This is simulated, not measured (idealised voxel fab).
process module | voxel ribs on slabs
cross-section cut | 215 nm wide | cells 5 nm
A cross-section is a grid of square cells, given in bands from the top down. A band is one or more rows of cells.
Each band's line starts with the height of the band's top and of its bottom, in nm. Then come its materials from left to right, each with its width in nm. One material with "throughout" fills the band from edge to edge. "air" is empty space.
Height 0 is the level under which the wafer as received is all one material. The lowest band goes on downwards, as in "0 down".
A width such as "30 to 40" changes by the same amount from each row of cells to the next, from the band's top row to its bottom row.
"no change" after a step means that no cell of the cross-section changed.
closed voids: empty space of 8 cells or more with no open way to the top, each as width x height at its distance from the left edge, in nm
after a step's settings: what the simulator itself notes on the step
overlay nm, on a step with a mask: how far to the right of its planned place the mask lay; to the left if negative
plan
1 op RECEIVE | material Si
2 op DIRECTIONAL_DEP | material SiO2 | thk nm 25
3 op DIRECTIONAL_DEP | material SiN | thk nm 25
4 op MASKED_ETCH | tone cover | mask id RIB | width nm 30 | etch materials SiN | depth nm 15 | overlay nm 0
5 op DIRECTIONAL_DEP | material aC | thk nm 15
6 op PATTERN | tone cover | mask id SLAB | material resist | width nm 60 | thk nm 35 | overlay nm 0
7 op DIRECTIONAL_ETCH | etch materials aC | depth nm 15
8 op STRIP | etch materials resist
9 op DIRECTIONAL_ETCH | etch materials SiN | depth nm 10
10 op STRIP | etch materials aC
11 op FILL_DEP | material SiO2 | thk nm 25
12 op CMP | height nm 70
13 op DIRECTIONAL_DEP | material W | thk nm 10
14 op PATTERN | tone cover | mask id HEATER | material resist | width nm 40 | thk nm 20 | overlay nm -15
15 op DIRECTIONAL_ETCH | etch materials W | depth nm 10
16 op STRIP | etch materials resist
17 op CONFORMAL_DEP | material SiO2 | thk nm 5
varied across the wafers: overlay nm of step 14. The plan shows the first wafer's value. All wafers start alike
first wafer as received, after step 1
  0 down: Si throughout
  closed voids: none
first wafer at the end, after step 17
  85 to 80: air 65 | SiO2 50 | air 100
  80 to 75: air 65 | SiO2 5 | W 40 | SiO2 5 | air 100
  75 to 70: SiO2 70 | W 40 | SiO2 105
  70 to 50: SiO2 throughout
  50 to 35: SiO2 90 | SiN 30 | SiO2 95
  35 to 25: SiO2 75 | SiN 60 | SiO2 80
  25 to 0: SiO2 throughout
  0 down: Si throughout
  closed voids: none
last wafer at the end
  85 to 80: air 95 | SiO2 50 | air 70
  80 to 75: air 95 | SiO2 5 | W 40 | SiO2 5 | air 70
  75 to 70: SiO2 100 | W 40 | SiO2 75
  70 to 50: SiO2 throughout
  50 to 35: SiO2 90 | SiN 30 | SiO2 95
  35 to 25: SiO2 75 | SiN 60 | SiO2 80
  25 to 0: SiO2 throughout
  0 down: Si throughout
  closed voids: none
each wafer at the end: cells of each material gained (+) or lost (-) since it was received, then its closed voids
overlay nm -15 | +42 SiN | +607 SiO2 | +16 W | closed voids: none
overlay nm -10 | +42 SiN | +607 SiO2 | +16 W | closed voids: none
overlay nm -5 | +42 SiN | +607 SiO2 | +16 W | closed voids: none
overlay nm 0 | +42 SiN | +607 SiO2 | +16 W | closed voids: none
overlay nm 5 | +42 SiN | +607 SiO2 | +16 W | closed voids: none
overlay nm 10 | +42 SiN | +607 SiO2 | +16 W | closed voids: none
overlay nm 15 | +42 SiN | +607 SiO2 | +16 W | closed voids: none
